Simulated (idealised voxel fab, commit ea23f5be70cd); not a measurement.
process module | voxel gate over fins
cross-section cut | 230 nm wide | cells 5 nm
A cross-section is a grid of square cells, given in bands from the top down. A band is one or more rows of cells.
Each band's line starts with the height of the band's top and of its bottom, in nm. Then come its materials from left to right, each with its width in nm. One material with "throughout" fills the band from edge to edge. "air" is empty space.
Height 0 is the level under which the wafer as received is all one material. The lowest band goes on downwards, as in "0 down".
A width such as "30 to 40" changes by the same amount from each row of cells to the next, from the band's top row to its bottom row.
"no change" after a step means that no cell of the cross-section changed.
closed voids: empty space of 8 cells or more with no open way to the top, each as width x height at its distance from the left edge, in nm
after a step's settings: what the simulator itself notes on the step
overlay nm, on a step with a mask: how far to the right of its planned place the mask lay; to the left if negative
plan
1 op RECEIVE | material Si
2 op CONFORMAL_DEP | material SiN | thk nm 10
3 op PATTERN | tone cover | mask id FINS | material resist | width nm 15 | pitch nm 40 | thk nm 15 | overlay nm 0
4 op DIRECTIONAL_ETCH | etch materials SiN | depth nm 10
5 op DIRECTIONAL_ETCH | etch materials Si | depth nm 40
6 op STRIP | etch materials resist
7 op OXIDIZE | depth nm 5
8 op FILL_DEP | material SiO2 | thk nm 15
9 op CMP | height nm 10
10 op SELECTIVE_ETCH | etch materials SiO2 | depth nm 20
11 op STRIP | etch materials SiN
12 op CONFORMAL_DEP | material HfO2 | thk nm 5
13 op CONFORMAL_DEP | material TiN | thk nm 5
14 op CONFORMAL_DEP | material TiAl | thk nm 5
15 op CONFORMAL_DEP | material TiN | thk nm 5
16 op FILL_DEP | material W | thk nm 10
17 op CMP | height nm 25
18 op CONFORMAL_DEP | material SiCN | thk nm 5
as received, after step 1
  0 down: Si throughout
  closed voids: none
first wafer at the end, as planned
  30 to 25: SiCN throughout
  25 to 20: W throughout
  20 to 15: W 50 | TiN 125 | W 55
  15 to 10: W 50 | TiN 5 | TiAl 35 | TiN 5 | TiAl 35 | TiN 5 | TiAl 35 | TiN 5 | W 55
  10 to 5: TiN 55 | TiAl 5 | TiN 25 | TiAl 5 | TiN 5 | TiAl 5 | TiN 25 | TiAl 5 | TiN 5 | TiAl 5 | TiN 25 | TiAl 5 | TiN 60
  5 to 0: TiAl 60 | TiN 5 | HfO2 15 | TiN 5 | TiAl 15 | TiN 5 | HfO2 15 | TiN 5 | TiAl 15 | TiN 5 | HfO2 15 | TiN 5 | TiAl 65
  0 to -5: TiN 65 | HfO2 5 | Si 5 | HfO2 5 | TiN 25 | HfO2 5 | Si 5 | HfO2 5 | TiN 25 | HfO2 5 | Si 5 | HfO2 5 | TiN 70
  -5 to -10: HfO2 70 | Si 5 | HfO2 35 | Si 5 | HfO2 35 | Si 5 | HfO2 75
  -10 to -45: SiO2 70 | Si 5 | SiO2 35 | Si 5 | SiO2 35 | Si 5 | SiO2 75
  -45 down: Si throughout
  closed voids: none
second wafer at the end: like start, like plan, one mistake
  30 to 25: SiCN throughout
  25 to 20: W throughout
  20 to 15: W 50 | TiN 125 | W 55
  15 to 10: W 50 | TiN 5 | TiAl 35 | TiN 5 | TiAl 35 | TiN 5 | TiAl 35 | TiN 5 | W 55
  10 to 5: TiN 55 | TiAl 5 | TiN 25 | TiAl 5 | TiN 5 | TiAl 5 | TiN 25 | TiAl 5 | TiN 5 | TiAl 5 | TiN 25 | TiAl 5 | TiN 60
  5 to 0: TiAl 60 | TiN 5 | HfO2 15 | TiN 5 | TiAl 5 | TiN 5 | TiAl 5 | TiN 5 | HfO2 15 | TiN 5 | TiAl 5 | TiN 5 | TiAl 5 | TiN 5 | HfO2 15 | TiN 5 | TiAl 65
  0 to -5: TiN 55 | TiAl 5 | TiN 5 | HfO2 5 | Si 5 | HfO2 5 | TiN 5 | TiAl 5 | TiN 5 | TiAl 5 | TiN 5 | HfO2 5 | Si 5 | HfO2 5 | TiN 5 | TiAl 5 | TiN 5 | TiAl 5 | TiN 5 | HfO2 5 | Si 5 | HfO2 5 | TiN 5 | TiAl 5 | TiN 60
  -5 to -10: HfO2 50 | TiN 5 | TiAl 5 | TiN 5 | HfO2 5 | Si 5 | HfO2 5 | TiN 5 | TiAl 15 | TiN 5 | HfO2 5 | Si 5 | HfO2 5 | TiN 5 | TiAl 15 | TiN 5 | HfO2 5 | Si 5 | HfO2 5 | TiN 5 | TiAl 5 | TiN 5 | HfO2 55
  -10 to -15: SiO2 45 | HfO2 5 | TiN 15 | HfO2 5 | Si 5 | HfO2 5 | TiN 25 | HfO2 5 | Si 5 | HfO2 5 | TiN 25 | HfO2 5 | Si 5 | HfO2 5 | TiN 15 | HfO2 5 | SiO2 50
  -15 to -20: SiO2 45 | HfO2 25 | Si 5 | HfO2 35 | Si 5 | HfO2 35 | Si 5 | HfO2 25 | SiO2 50
  -20 to -45: SiO2 70 | Si 5 | SiO2 35 | Si 5 | SiO2 35 | Si 5 | SiO2 75
  -45 down: Si throughout
  closed voids: none
what went wrong: steps 10 and 11 were swapped
at the end the second wafer has, in cells: 16 more of HfO2 | 48 fewer of SiO2 | 12 more of TiAl | 20 more of TiN
